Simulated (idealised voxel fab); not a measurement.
process module | voxel released beams
cross-section cut | 145 nm wide | cells 5 nm
A cross-section is a grid of square cells, given in bands from the top down. A band is one or more rows of cells.
Each band's line starts with the height of the band's top and of its bottom, in nm. Then come its materials from left to right, each with its width in nm. One material with "throughout" fills the band from edge to edge. "air" is empty space.
Height 0 is the level under which the wafer as received is all one material. The lowest band goes on downwards, as in "0 down".
A width such as "30 to 40" changes by the same amount from each row of cells to the next, from the band's top row to its bottom row.
"no change" after a step means that no cell of the cross-section changed.
closed voids: empty space of 8 cells or more with no open way to the top, each as width x height at its distance from the left edge, in nm
after a step's settings: what the simulator itself notes on the step
overlay nm, on a step with a mask: how far to the right of its planned place the mask lay; to the left if negative
plan
1 op RECEIVE | material Si
2 op CONFORMAL_DEP | material Al2O3 | thk nm 5
3 op DIRECTIONAL_DEP | material SiO2 | thk nm 15
4 op DIRECTIONAL_DEP | material aC | thk nm 10
5 op PATTERN | tone open | mask id ANCHOR | material resist | width nm 30 | thk nm 30 | overlay nm 0
6 op DIRECTIONAL_ETCH | etch materials aC | depth nm 10
7 op STRIP | etch materials resist
8 op DIRECTIONAL_ETCH | etch materials SiO2 | depth nm 15
9 op STRIP | etch materials aC
10 op CONFORMAL_DEP | material SiN | thk nm 10
11 op DIRECTIONAL_DEP | material aC | thk nm 15
12 op PATTERN | tone cover | mask id BEAM | material resist | width nm 90 | thk nm 35 | overlay nm 0
13 op DIRECTIONAL_ETCH | etch materials aC | depth nm 15
14 op STRIP | etch materials resist
15 op DIRECTIONAL_ETCH | etch materials SiN | depth nm 10
16 op STRIP | etch materials aC
17 op STRIP | etch materials SiO2
as received, after step 1
  0 down: Si throughout
  closed voids: none
first wafer at the end, as planned
  30 to 20: air 25 | SiN 15 | air 10 | SiN 65 | air 30
  20 to 15: air 30 | SiN 10 | air 10 | SiN 10 | air 85
  15 to 5: air 30 | SiN 30 | air 85
  5 to 0: Al2O3 throughout
  0 down: Si throughout
  closed voids: none
second wafer at the end: like start, like plan, one mistake
  25 to 15: air 25 | SiN 15 | air 10 | SiN 65 | air 30
  15 to 10: air 30 | SiN 10 | air 10 | SiN 10 | air 85
  10 to 0: air 30 | SiN 30 | air 85
  0 down: Si throughout
  closed voids: none
what went wrong: step 2 was left out
at the end the second wafer has, in cells: 29 fewer of Al2O3
